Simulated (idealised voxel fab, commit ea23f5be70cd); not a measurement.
voxel wiring stack: a process module
We display cut, a cross-section 190 nm in width whose square cells are each 5 nm.
Cross-section = grid of square cells, listed top down in bands; band = one or more rows.
Per band: top height and bottom height in nm, followed by the left-to-right materials and their widths in nm; "edge to edge" marks a single material spanning edge to edge, "blank" marks empty space.
For the purposes of this specification, 0 denotes the height below which the wafer in its as-received condition is composed wholly of one material, and the lowermost band, lacking a lower limit, extends downward without end, as expressed in "from 0 down".
Top row gets the first number, bottom row gets the second, and each row in between changes by the same step: that is how a band width like "30->40" works.
What does "no change occurred" mean for a step? It means no cell of the cross-section changed in that step.
"Sealed internal cavities" lists enclosed empty spaces (at least 8 cells, no open path upward to the top), each as width x height at distance from the left edge, in nm.
The remark found on a step's line after its settings is issued by the simulator itself and pertains to that step.
overlay nm: mask right of planned place by this much (step with mask). Neg. = left.
**The planned process steps are enumerated hereunder**
1,RECEIVE (material Si)
2,CONFORMAL_DEP (material SiO2; thk nm 15)
3,CONFORMAL_DEP (material SiN; thk nm 5)
4,DIRECTIONAL_DEP (material lowk; thk nm 20)
5,PATTERN (tone open; mask id METAL_1; material resist; width nm 25; pitch nm 45; thk nm 15; overlay nm 0)
6,DIRECTIONAL_ETCH (etch materials lowk; depth nm 20)
7,DIRECTIONAL_ETCH (etch materials SiN; depth nm 5)
8,STRIP (etch materials resist)
9,CONFORMAL_DEP (material TiN; thk nm 5)
10,FILL_DEP (material Cu; thk nm 10)
11,CMP (height nm 40)
12,CONFORMAL_DEP (material SiCN; thk nm 5)
13,DIRECTIONAL_DEP (material lowk; thk nm 10)
14,PATTERN (tone open; mask id PLUG_1; material resist; width nm 15; pitch nm 90; thk nm 20; overlay nm 0)
15,DIRECTIONAL_ETCH (etch materials lowk; depth nm 10)
16,DIRECTIONAL_ETCH (etch materials SiCN; depth nm 5)
17,STRIP (etch materials resist)
18,CONFORMAL_DEP (material TiN; thk nm 5)
19,FILL_DEP (material W; thk nm 5)
20,CMP (height nm 55)
21,CONFORMAL_DEP (material SiN; thk nm 5)
22,DIRECTIONAL_DEP (material lowk; thk nm 20)
23,MASKED_ETCH (tone open; mask id METAL_2; width nm 25; pitch nm 45; etch materials lowk; depth nm 20; overlay nm 0)
24,MASKED_ETCH (tone open; mask id METAL_2; width nm 25; pitch nm 45; etch materials SiN; depth nm 5; overlay nm 0)
25,CONFORMAL_DEP (material TiN; thk nm 5)
26,FILL_DEP (material Cu; thk nm 10)
27,CMP (height nm 80)
28,EPI (material Ru; thk nm 5)
29,FILL_DEP (material SiCN; thk nm 5)
**Concerning the first of two wafers, which was run in accordance with the plan**
**As-received wafer cross-section (after step 1)**
- from 0 down | Si edge to edge
- Sealed internal cavities: none
**Sectional view: wafer, after step 2**
- from 15 to 0 | SiO2 edge to edge
- Rest of section, below 0: as before.
**Sectional view: wafer, after step 3**
- from 20 to 15 | SiN edge to edge
- Rest of section, below 15: as before.
**Sectional view: wafer, after step 4**
- from 40 to 20 | lowk edge to edge
- Rest of section, below 20: as before.
**Sectional view: wafer, after step 5**
- from 55 to 40 | 15 resist | 25 blank | 20 resist | 25 blank | 20 resist | 25 blank | 20 resist | 25 blank | 15 resist
- Rest of section, below 40: as before.
**Sectional view: wafer, after step 6**
- from 55 to 40 | 15 resist | 25 blank | 20 resist | 25 blank | 20 resist | 25 blank | 20 resist | 25 blank | 15 resist
- from 40 to 20 | 15 lowk | 25 blank | 20 lowk | 25 blank | 20 lowk | 25 blank | 20 lowk | 25 blank | 15 lowk
- Rest of section, below 20: as before.
**Sectional view: wafer, after step 7**
- from 55 to 40 | 15 resist | 25 blank | 20 resist | 25 blank | 20 resist | 25 blank | 20 resist | 25 blank | 15 resist
- from 40 to 20 | 15 lowk | 25 blank | 20 lowk | 25 blank | 20 lowk | 25 blank | 20 lowk | 25 blank | 15 lowk
- from 20 to 15 | 15 SiN | 25 blank | 20 SiN | 25 blank | 20 SiN | 25 blank | 20 SiN | 25 blank | 15 SiN
- Rest of section, below 15: as before.
**Sectional view: wafer, after step 8**
- from 40 to 20 | 15 lowk | 25 blank | 20 lowk | 25 blank | 20 lowk | 25 blank | 20 lowk | 25 blank | 15 lowk
- Rest of section, below 20: as before.
**Sectional view: wafer, after step 9**
- from 45 to 40 | 20 TiN | 15 blank | 30 TiN | 15 blank | 30 TiN | 15 blank | 30 TiN | 15 blank | 20 TiN
- from 40 to 20 | 15 lowk | 5 TiN | 15 blank | 5 TiN | 20 lowk | 5 TiN | 15 blank | 5 TiN | 20 lowk | 5 TiN | 15 blank | 5 TiN | 20 lowk | 5 TiN | 15 blank | 5 TiN | 15 lowk
- from 20 to 15 | 15 SiN | 25 TiN | 20 SiN | 25 TiN | 20 SiN | 25 TiN | 20 SiN | 25 TiN | 15 SiN
- Rest of section, below 15: as before.
**Sectional view: wafer, after step 10**
- from 55 to 45 | Cu edge to edge
- from 45 to 40 | 20 TiN | 15 Cu | 30 TiN | 15 Cu | 30 TiN | 15 Cu | 30 TiN | 15 Cu | 20 TiN
- from 40 to 20 | 15 lowk | 5 TiN | 15 Cu | 5 TiN | 20 lowk | 5 TiN | 15 Cu | 5 TiN | 20 lowk | 5 TiN | 15 Cu | 5 TiN | 20 lowk | 5 TiN | 15 Cu | 5 TiN | 15 lowk
- Rest of section, below 20: as before.
**Sectional view: wafer, after step 11**
- from 40 to 20 | 15 lowk | 5 TiN | 15 Cu | 5 TiN | 20 lowk | 5 TiN | 15 Cu | 5 TiN | 20 lowk | 5 TiN | 15 Cu | 5 TiN | 20 lowk | 5 TiN | 15 Cu | 5 TiN | 15 lowk
- Rest of section, below 20: as before.
**Sectional view: wafer, after step 12**
- from 45 to 40 | SiCN edge to edge
- Rest of section, below 40: as before.
**Sectional view: wafer, after step 13**
- from 55 to 45 | lowk edge to edge
- Rest of section, below 45: as before.
**Sectional view: wafer, after step 14**
- from 75 to 55 | 15 resist | 15 blank | 75 resist | 15 blank | 70 resist
- Rest of section, below 55: as before.
**Sectional view: wafer, after step 15**
- from 75 to 55 | 15 resist | 15 blank | 75 resist | 15 blank | 70 resist
- from 55 to 45 | 15 lowk | 15 blank | 75 lowk | 15 blank | 70 lowk
- Rest of section, below 45: as before.
**Sectional view: wafer, after step 16**
- from 75 to 55 | 15 resist | 15 blank | 75 resist | 15 blank | 70 resist
- from 55 to 45 | 15 lowk | 15 blank | 75 lowk | 15 blank | 70 lowk
- from 45 to 40 | 15 SiCN | 15 blank | 75 SiCN | 15 blank | 70 SiCN
- Rest of section, below 40: as before.
**Sectional view: wafer, after step 17**
- from 55 to 45 | 15 lowk | 15 blank | 75 lowk | 15 blank | 70 lowk
- Rest of section, below 45: as before.
**Sectional view: wafer, after step 18**
- from 60 to 55 | 20 TiN | 5 blank | 85 TiN | 5 blank | 75 TiN
- from 55 to 45 | 15 lowk | 5 TiN | 5 blank | 5 TiN | 75 lowk | 5 TiN | 5 blank | 5 TiN | 70 lowk
- from 45 to 40 | 15 SiCN | 15 TiN | 75 SiCN | 15 TiN | 70 SiCN
- Rest of section, below 40: as before.
**Sectional view: wafer, after step 19**
- from 65 to 60 | W edge to edge
- from 60 to 55 | 20 TiN | 5 W | 85 TiN | 5 W | 75 TiN
- from 55 to 45 | 15 lowk | 5 TiN | 5 W | 5 TiN | 75 lowk | 5 TiN | 5 W | 5 TiN | 70 lowk
- Rest of section, below 45: as before.
**Sectional view: wafer, after step 20**
- from 55 to 45 | 15 lowk | 5 TiN | 5 W | 5 TiN | 75 lowk | 5 TiN | 5 W | 5 TiN | 70 lowk
- Rest of section, below 45: as before.
**Sectional view: wafer, after step 21**
- from 60 to 55 | SiN edge to edge
- Rest of section, below 55: as before.
**Sectional view: wafer, after step 22**
- from 80 to 60 | lowk edge to edge
- Rest of section, below 60: as before.
**Sectional view: wafer, after step 23**
- from 80 to 60 | 15 lowk | 25 blank | 20 lowk | 25 blank | 20 lowk | 25 blank | 20 lowk | 25 blank | 15 lowk
- Rest of section, below 60: as before.
**Sectional view: wafer, after step 24**
- from 80 to 60 | 15 lowk | 25 blank | 20 lowk | 25 blank | 20 lowk | 25 blank | 20 lowk | 25 blank | 15 lowk
- from 60 to 55 | 15 SiN | 25 blank | 20 SiN | 25 blank | 20 SiN | 25 blank | 20 SiN | 25 blank | 15 SiN
- Rest of section, below 55: as before.
**Sectional view: wafer, after step 25**
- from 85 to 80 | 20 TiN | 15 blank | 30 TiN | 15 blank | 30 TiN | 15 blank | 30 TiN | 15 blank | 20 TiN
- from 80 to 60 | 15 lowk | 5 TiN | 15 blank | 5 TiN | 20 lowk | 5 TiN | 15 blank | 5 TiN | 20 lowk | 5 TiN | 15 blank | 5 TiN | 20 lowk | 5 TiN | 15 blank | 5 TiN | 15 lowk
- from 60 to 55 | 15 SiN | 25 TiN | 20 SiN | 25 TiN | 20 SiN | 25 TiN | 20 SiN | 25 TiN | 15 SiN
- Rest of section, below 55: as before.
**Sectional view: wafer, after step 26**
- from 95 to 85 | Cu edge to edge
- from 85 to 80 | 20 TiN | 15 Cu | 30 TiN | 15 Cu | 30 TiN | 15 Cu | 30 TiN | 15 Cu | 20 TiN
- from 80 to 60 | 15 lowk | 5 TiN | 15 Cu | 5 TiN | 20 lowk | 5 TiN | 15 Cu | 5 TiN | 20 lowk | 5 TiN | 15 Cu | 5 TiN | 20 lowk | 5 TiN | 15 Cu | 5 TiN | 15 lowk
- Rest of section, below 60: as before.
**Sectional view: wafer, after step 27**
- from 80 to 60 | 15 lowk | 5 TiN | 15 Cu | 5 TiN | 20 lowk | 5 TiN | 15 Cu | 5 TiN | 20 lowk | 5 TiN | 15 Cu | 5 TiN | 20 lowk | 5 TiN | 15 Cu | 5 TiN | 15 lowk
- Rest of section, below 60: as before.
**Sectional view: wafer, after step 28**
- from 85 to 80 | 10 blank | 35 Ru | 10 blank | 35 Ru | 10 blank | 35 Ru | 10 blank | 35 Ru | 10 blank
- Rest of section, below 80: as before.
**Sectional view: wafer, after step 29**
- from 90 to 85 | SiCN edge to edge
- from 85 to 80 | 10 SiCN | 35 Ru | 10 SiCN | 35 Ru | 10 SiCN | 35 Ru | 10 SiCN | 35 Ru | 10 SiCN
- Rest of section, below 80: as before.
**Wafer two of the pair: same origin, same plan, one error during the run; identical to wafer one up to and including step 22**
**Second wafer shown in cross-section at the time step 23 was slated to end**
- from 80 to 60 | 15 blank | 25 lowk | 20 blank | 25 lowk | 20 blank | 25 lowk | 20 blank | 25 lowk | 15 blank
- Rest of section, below 60: as before.
Second wafer shown in cross-section at the time step 24 was slated to end: no change occurred
**Second wafer shown in cross-section at the time step 25 was slated to end**
- from 85 to 80 | 10 blank | 35 TiN | 10 blank | 35 TiN | 10 blank | 35 TiN | 10 blank | 35 TiN | 10 blank
- from 80 to 65 | 10 blank | 5 TiN | 25 lowk | 5 TiN | 10 blank | 5 TiN | 25 lowk | 5 TiN | 10 blank | 5 TiN | 25 lowk | 5 TiN | 10 blank | 5 TiN | 25 lowk | 5 TiN | 10 blank
- from 65 to 60 | 15 TiN | 25 lowk | 20 TiN | 25 lowk | 20 TiN | 25 lowk | 20 TiN | 25 lowk | 15 TiN
- Rest of section, below 60: as before.
**Second wafer shown in cross-section at the time step 26 was slated to end**
- from 95 to 85 | Cu edge to edge
- from 85 to 80 | 10 Cu | 35 TiN | 10 Cu | 35 TiN | 10 Cu | 35 TiN | 10 Cu | 35 TiN | 10 Cu
- from 80 to 65 | 10 Cu | 5 TiN | 25 lowk | 5 TiN | 10 Cu | 5 TiN | 25 lowk | 5 TiN | 10 Cu | 5 TiN | 25 lowk | 5 TiN | 10 Cu | 5 TiN | 25 lowk | 5 TiN | 10 Cu
- Rest of section, below 65: as before.
**Second wafer shown in cross-section at the time step 27 was slated to end**
- from 80 to 65 | 10 Cu | 5 TiN | 25 lowk | 5 TiN | 10 Cu | 5 TiN | 25 lowk | 5 TiN | 10 Cu | 5 TiN | 25 lowk | 5 TiN | 10 Cu | 5 TiN | 25 lowk | 5 TiN | 10 Cu
- Rest of section, below 65: as before.
**Second wafer shown in cross-section at the time step 28 was slated to end**
- from 85 to 80 | 20 Ru | 15 blank | 30 Ru | 15 blank | 30 Ru | 15 blank | 30 Ru | 15 blank | 20 Ru
- Rest of section, below 80: as before.
**Second wafer shown in cross-section at the time step 29 was slated to end**
- from 90 to 85 | SiCN edge to edge
- from 85 to 80 | 20 Ru | 15 SiCN | 30 Ru | 15 SiCN | 30 Ru | 15 SiCN | 30 Ru | 15 SiCN | 20 Ru
- Rest of section, below 80: as before.
Want to know what went wrong? step 23 ran with different settings than intended, the actual operation and settings being MASKED_ETCH (tone cover; mask id METAL_2; width nm 25; pitch nm 45; etch materials lowk; depth nm 20; overlay nm 0)
Materials where the second wafer ends with more or fewer cells than the first: 18 fewer of Cu, 2 fewer of Ru, 2 more of SiCN, 20 more of SiN, 10 fewer of TiN, 8 more of lowk
